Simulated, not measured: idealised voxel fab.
process module | voxel self aligned contacts
235 nm wide, 5 nm square cells: that's cross-section cut.
In this document a cross-section is written as a grid of square cells. It is given as a series of bands, listed from the top down, and a band is one or more rows of cells.
What a band's entry tells you: where the top is and where the bottom is, as heights in nm, and after that what lies inside, material by material from left to right, each with its width in nm. Empty space is written as the word "air", and a single material marked with the word "edge to edge" occupies the band from edge to edge.
Heights are expressed relative to 0, this being the level below which the as-received wafer comprises one material exclusively. The lowest band is unbounded in the downward direction and is denoted as in "top 0, no bottom".
Per-row width for "30..40": begins at first number (top row of band), ends at second number (bottom row), increment between rows held constant.
Step note "same as before" = no cross-section cell changed.
The entry titled "Voids lacking openings" provides the empty spaces that have no open way to the top, restricted to those of 8 cells or more. Each is presented as width x height at distance, the distance being measured from the left edge, with all three in nm.
The remark found on a step's line after its settings is issued by the simulator itself and pertains to that step.
A step's line can hold "overlay nm"; with a mask on that step, the setting says how far right of the planned place the mask lay, while a negative setting says it lay to the left.
[Planned process steps]
1. RECEIVE: material Si
2. CONFORMAL_DEP: material SiO2, thk nm 5
3. DIRECTIONAL_DEP: material polySi, thk nm 25
4. DIRECTIONAL_DEP: material SiN, thk nm 20
5. DIRECTIONAL_DEP: material aC, thk nm 10
6. PATTERN: tone cover, mask id GATE, material resist, width nm 35, pitch nm 60, thk nm 30, overlay nm 0
7. DIRECTIONAL_ETCH: etch materials aC, depth nm 10
8. STRIP: etch materials resist
9. DIRECTIONAL_ETCH: etch materials SiN, depth nm 20
10. DIRECTIONAL_ETCH: etch materials polySi, depth nm 25
11. STRIP: etch materials aC
12. CONFORMAL_DEP: material SiN, thk nm 5
13. DIRECTIONAL_ETCH: etch materials SiN, depth nm 5
14. FILL_DEP: material SiO2, thk nm 15
15. CMP: height nm 55
16. DIRECTIONAL_DEP: material aC, thk nm 15
17. PATTERN: tone open, mask id CONTACT, material resist, width nm 45, pitch nm 60, thk nm 35, overlay nm 0
18. DIRECTIONAL_ETCH: etch materials aC, depth nm 15
19. STRIP: etch materials resist
20. DIRECTIONAL_ETCH: etch materials SiO2, depth nm 55
21. STRIP: etch materials aC
22. CONFORMAL_DEP: material TiN, thk nm 5
23. FILL_DEP: material W, thk nm 10
24. CMP: height nm 55
25. CONFORMAL_DEP: material SiN, thk nm 5
[So this is the incoming wafer in cross-section - it's already been through step 1]
top 0, no bottom: Si edge to edge
Voids lacking openings: none
[Wafer cross-section at module end: first of two, run to plan]
top 60, bottom 55: SiN edge to edge
top 55, bottom 50: SiO2 65  TiN 20  W 5  TiN 20  SiO2 15  TiN 20  W 5  TiN 20  SiO2 65
top 50, bottom 30: SiO2 35  SiN 45  TiN 5  W 5  TiN 5  SiN 45  TiN 5  W 5  TiN 5  SiN 45  SiO2 35
top 30, bottom 5: SiO2 35  SiN 5  polySi 35  SiN 5  TiN 5  W 5  TiN 5  SiN 5  polySi 35  SiN 5  TiN 5  W 5  TiN 5  SiN 5  polySi 35  SiN 5  SiO2 35
top 5, bottom 0: SiO2 80  TiN 15  SiO2 45  TiN 15  SiO2 80
top 0, no bottom: Si edge to edge
Voids lacking openings: none
[Cross-section of the latter of the two wafers at module completion. It had an identical start and an identical plan to the former; in running it, one mistake was made]
top 60, bottom 55: aC edge to edge
top 55, bottom 50: SiO2 65  TiN 20  W 5  TiN 20  SiO2 15  TiN 20  W 5  TiN 20  SiO2 65
top 50, bottom 30: SiO2 35  SiN 45  TiN 5  W 5  TiN 5  SiN 45  TiN 5  W 5  TiN 5  SiN 45  SiO2 35
top 30, bottom 5: SiO2 35  SiN 5  polySi 35  SiN 5  TiN 5  W 5  TiN 5  SiN 5  polySi 35  SiN 5  TiN 5  W 5  TiN 5  SiN 5  polySi 35  SiN 5  SiO2 35
top 5, bottom 0: SiO2 80  TiN 15  SiO2 45  TiN 15  SiO2 80
top 0, no bottom: Si edge to edge
Voids lacking openings: none
It is concluded that the wafer was processed incorrectly with respect to the plan, in that step 25 did not happen as planned, as run it was CONFORMAL_DEP: material aC, thk nm 5
Materials where the second wafer ends with more or fewer cells than the first: -47 SiN; +47 aC
